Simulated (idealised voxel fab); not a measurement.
The document below concerns the process module designated voxel gate over fins.
Xsec cut, 225 nm wide, square cell size 5 nm.
Square cells in a grid make up a cross-section in this document, and the grid is given as bands, listed from the top down, each one or more rows of cells.
Band: top and bottom heights (nm) first, top before bottom; then materials from left to right, widths in nm. "throughout" marks a sole material filling the band edge to edge. "empty" denotes empty space.
Heads up on the height convention: 0 is the point under which the incoming wafer is all one material, and the lowest band has no bottom, it just keeps going down, like "top 0, no bottom".
A two-number width, for instance "30..40", indicates that the width is equal to the first number in the top row of the band and to the second number in the bottom row, and that it changes by a constant amount per row of cells.
Step note "everything unchanged" = no cross-section cell changed.
Heads up: "Enclosed internal voids" only lists the empty pockets with no open path to the top that are 8 cells or more, and it writes them as width x height at distance, distance from the left edge, in nm.
If you see something after the settings on a step's line, that's the simulator's own remark about that step.
overlay nm, on a step with a mask: how far to the right of its planned place the mask lay; to the left if negative

The steps planned for the process are as follows:
1 RECEIVE | material Si
2 CONFORMAL_DEP | material SiN | thk nm 10
3 PATTERN | tone cover | mask id FINS | material resist | width nm 15 | pitch nm 35 | thk nm 20 | overlay nm 0
4 DIRECTIONAL_ETCH | etch materials SiN | depth nm 10
5 DIRECTIONAL_ETCH | etch materials Si | depth nm 30
6 STRIP | etch materials resist
7 OXIDIZE | depth nm 5
8 FILL_DEP | material SiO2 | thk nm 10
9 CMP | height nm 10
10 SELECTIVE_ETCH | etch materials SiO2 | depth nm 25
11 STRIP | etch materials SiN
12 CONFORMAL_DEP | material HfO2 | thk nm 5
13 CONFORMAL_DEP | material TiN | thk nm 5
14 CONFORMAL_DEP | material TiAl | thk nm 5
15 CONFORMAL_DEP | material TiN | thk nm 5
16 FILL_DEP | material W | thk nm 15
17 CMP | height nm 30
18 CONFORMAL_DEP | material SiN | thk nm 10

Incoming wafer in cross-section (state: after step 1):
top 0, no bottom: Si throughout
Enclosed internal voids: none

Cross-sectional result after module completion. Note: starting condition and plan are unchanged from above; one processing mistake was made:
top 40, bottom 30: SiN throughout
top 30, bottom 20: W throughout
top 20, bottom 15: 55 W | 115 TiN | 55 W
top 15, bottom 10: 55 W | 5 TiN | 105 SiN | 5 TiN | 55 W
top 10, bottom 5: 55 W | 5 TiN | 5 SiN | 25 TiN | 10 SiN | 25 TiN | 10 SiN | 25 TiN | 5 SiN | 5 TiN | 55 W
top 5, bottom 0: 60 TiN | 5 SiN | 5 TiN | 15 HfO2 | 5 TiN | 10 SiN | 5 TiN | 15 HfO2 | 5 TiN | 10 SiN | 5 TiN | 15 HfO2 | 5 TiN | 5 SiN | 60 TiN
top 0, bottom -5: 65 SiN | 5 TiN | 5 HfO2 | 5 Si | 5 HfO2 | 5 TiN | 10 SiN | 5 TiN | 5 HfO2 | 5 Si | 5 HfO2 | 5 TiN | 10 SiN | 5 TiN | 5 HfO2 | 5 Si | 5 HfO2 | 5 TiN | 65 SiN
top -5, bottom -10: 70 TiN | 5 HfO2 | 5 Si | 5 HfO2 | 20 TiN | 5 HfO2 | 5 Si | 5 HfO2 | 20 TiN | 5 HfO2 | 5 Si | 5 HfO2 | 70 TiN
top -10, bottom -15: 75 HfO2 | 5 Si | 30 HfO2 | 5 Si | 30 HfO2 | 5 Si | 75 HfO2
top -15, bottom -35: 75 SiO2 | 5 Si | 30 SiO2 | 5 Si | 30 SiO2 | 5 Si | 75 SiO2
top -35, no bottom: Si throughout
Enclosed internal voids: none
What broke from the plan during processing? planned and actual differ for step 14; actual: CONFORMAL_DEP | material SiN | thk nm 5
